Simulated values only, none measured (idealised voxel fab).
Process module under the name voxel double patterning
Section shown: cut. Width: 160 nm. Cell size: 5 nm, square.
For the purposes of this document, a cross-section shall be understood as a grid of square cells, specified as bands listed in top-to-bottom order, each band consisting of one or more rows of cells.
Quick guide to a band line: top height, bottom height (nm) up front; then every material left to right with its width in nm. Only one material and it's marked "full width"? Then it fills the band edge to edge. And "blank" just means empty space.
Counting heights begins at 0, where everything beneath is, in the wafer as received, one material. The lowest band has no bottom; it goes on downwards, as "from 0 down" shows.
Top row gets the first number, bottom row gets the second, and each row in between changes by the same step: that is how a band width like "30->40" works.
The designation "no alterations made", where it is given for a processing step, indicates that no cell of the cross-section was altered in the course of that step.
"Enclosed void catalog" lists enclosed empty spaces (at least 8 cells, no open path upward to the top), each as width x height at distance from the left edge, in nm.
That trailing text on a step's line, after the settings, is the simulator's own remark on the step.
overlay nm: for a step with a mask, the amount by which the mask lay right of where it was planned; a negative amount means left of it.
### Process steps - plan
1) RECEIVE: material Si
2) CONFORMAL_DEP: material SiN, thk nm 5
3) DIRECTIONAL_DEP: material SiO2, thk nm 20
4) DIRECTIONAL_DEP: material SiCN, thk nm 5
5) DIRECTIONAL_DEP: material aC, thk nm 15
6) PATTERN: tone open, mask id FIRST, material resist, width nm 15, pitch nm 50, thk nm 30, overlay nm 0
7) DIRECTIONAL_ETCH: etch materials aC, depth nm 15
8) STRIP: etch materials resist
9) DIRECTIONAL_ETCH: etch materials SiCN, depth nm 5
10) STRIP: etch materials aC
11) DIRECTIONAL_DEP: material aC, thk nm 10
12) PATTERN: tone open, mask id SECOND, material resist, width nm 15, thk nm 25, overlay nm 0
13) DIRECTIONAL_ETCH: etch materials aC, depth nm 10
14) STRIP: etch materials resist
15) DIRECTIONAL_ETCH: etch materials SiCN, depth nm 5
16) STRIP: etch materials aC
17) DIRECTIONAL_ETCH: etch materials SiO2, depth nm 20
18) STRIP: etch materials SiCN
### So this is the incoming wafer in cross-section - it's already been through step 1
    from 0 down: Si full width
    Enclosed void catalog: none
### Final cross-section, module run with one mistake (start and plan as above)
    from 25 to 0: SiN full width
    from 0 down: Si full width
    Enclosed void catalog: none
Against the plan, the run slipped here: off-plan run, step 3, actual operation and settings DIRECTIONAL_DEP: material SiN, thk nm 20
